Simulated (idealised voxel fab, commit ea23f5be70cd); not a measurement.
process module | voxel ribs on slabs
cross-section cut | 250 nm wide | cells 5 nm
A cross-section is a grid of square cells, given in bands from the top down. A band is one or more rows of cells.
Each band's line starts with the height of the band's top and of its bottom, in nm. Then come its materials from left to right, each with its width in nm. One material with "throughout" fills the band from edge to edge. "air" is empty space.
Height 0 is the level under which the wafer as received is all one material. The lowest band goes on downwards, as in "0 down".
A width such as "30 to 40" changes by the same amount from each row of cells to the next, from the band's top row to its bottom row.
"no change" after a step means that no cell of the cross-section changed.
closed voids: empty space of 8 cells or more with no open way to the top, each as width x height at its distance from the left edge, in nm
after a step's settings: what the simulator itself notes on the step
overlay nm, on a step with a mask: how far to the right of its planned place the mask lay; to the left if negative
plan
1 op RECEIVE | material Si
2 op DIRECTIONAL_DEP | material SiO2 | thk nm 20
3 op DIRECTIONAL_DEP | material SiN | thk nm 20
4 op PATTERN | tone cover | mask id RIB | material resist | width nm 25 | thk nm 20 | overlay nm -15
5 op DIRECTIONAL_ETCH | etch materials SiN | depth nm 10
6 op STRIP | etch materials resist
7 op PATTERN | tone cover | mask id SLAB | material resist | width nm 55 | thk nm 15 | overlay nm 0
8 op DIRECTIONAL_ETCH | etch materials SiN | depth nm 10
9 op STRIP | etch materials resist
10 op FILL_DEP | material SiO2 | thk nm 15
11 op CMP | height nm 50
12 op DIRECTIONAL_DEP | material TiN | thk nm 10
13 op MASKED_ETCH | tone cover | mask id HEATER | width nm 35 | etch materials TiN | depth nm 10 | overlay nm 0
14 op CONFORMAL_DEP | material SiN | thk nm 10
varied across the wafers: overlay nm of step 4. The plan shows the first wafer's value. All wafers start alike
first wafer as received, after step 1
  0 down: Si throughout
  closed voids: none
each wafer at the end: cells of each material gained (+) or lost (-) since it was received, then its closed voids
overlay nm -15 | +140 SiN | +468 SiO2 | +14 TiN | closed voids: none
overlay nm -10 | +140 SiN | +468 SiO2 | +14 TiN | closed voids: none
overlay nm -5 | +140 SiN | +468 SiO2 | +14 TiN | closed voids: none
overlay nm 0 | +140 SiN | +468 SiO2 | +14 TiN | closed voids: none
overlay nm 5 | +140 SiN | +468 SiO2 | +14 TiN | closed voids: none
overlay nm 10 | +140 SiN | +468 SiO2 | +14 TiN | closed voids: none
overlay nm 15 | +140 SiN | +468 SiO2 | +14 TiN | closed voids: none
